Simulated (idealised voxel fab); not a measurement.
process module | voxel fin reveal
cross-section cut | 210 nm wide | cells 5 nm
A cross-section is a grid of square cells, given in bands from the top down. A band is one or more rows of cells.
Each band's line starts with the height of the band's top and of its bottom, in nm. Then come its materials from left to right, each with its width in nm. One material with "throughout" fills the band from edge to edge. "air" is empty space.
Height 0 is the level under which the wafer as received is all one material. The lowest band goes on downwards, as in "0 down".
A width such as "30 to 40" changes by the same amount from each row of cells to the next, from the band's top row to its bottom row.
"no change" after a step means that no cell of the cross-section changed.
closed voids: empty space of 8 cells or more with no open way to the top, each as width x height at its distance from the left edge, in nm
after a step's settings: what the simulator itself notes on the step
overlay nm, on a step with a mask: how far to the right of its planned place the mask lay; to the left if negative
plan
1 op RECEIVE | material Si
2 op CONFORMAL_DEP | material SiN | thk nm 5
3 op PATTERN | tone cover | mask id FINS | material resist | width nm 15 | pitch nm 45 | thk nm 15 | overlay nm 0
4 op DIRECTIONAL_ETCH | etch materials SiN | depth nm 5
5 op DIRECTIONAL_ETCH | etch materials Si | depth nm 35
6 op STRIP | etch materials resist
7 op FILL_DEP | material SiO2 | thk nm 15
8 op CMP | height nm 5
9 op SELECTIVE_ETCH | etch materials SiO2 | depth nm 30
10 op STRIP | etch materials SiN
11 op CONFORMAL_DEP | material HfO2 | thk nm 5
varied across the wafers: width nm of step 3. The plan shows the first wafer's value. All wafers start alike
first wafer as received, after step 1
  0 down: Si throughout
  closed voids: none
each wafer at the end: cells of each material gained (+) or lost (-) since it was received, then its closed voids
width nm 15 | +72 HfO2 | -231 Si | +66 SiO2 | closed voids: none
width nm 20 | +72 HfO2 | -210 Si | +60 SiO2 | closed voids: none
width nm 25 | +72 HfO2 | -189 Si | +54 SiO2 | closed voids: none
width nm 30 | +72 HfO2 | -168 Si | +48 SiO2 | closed voids: none
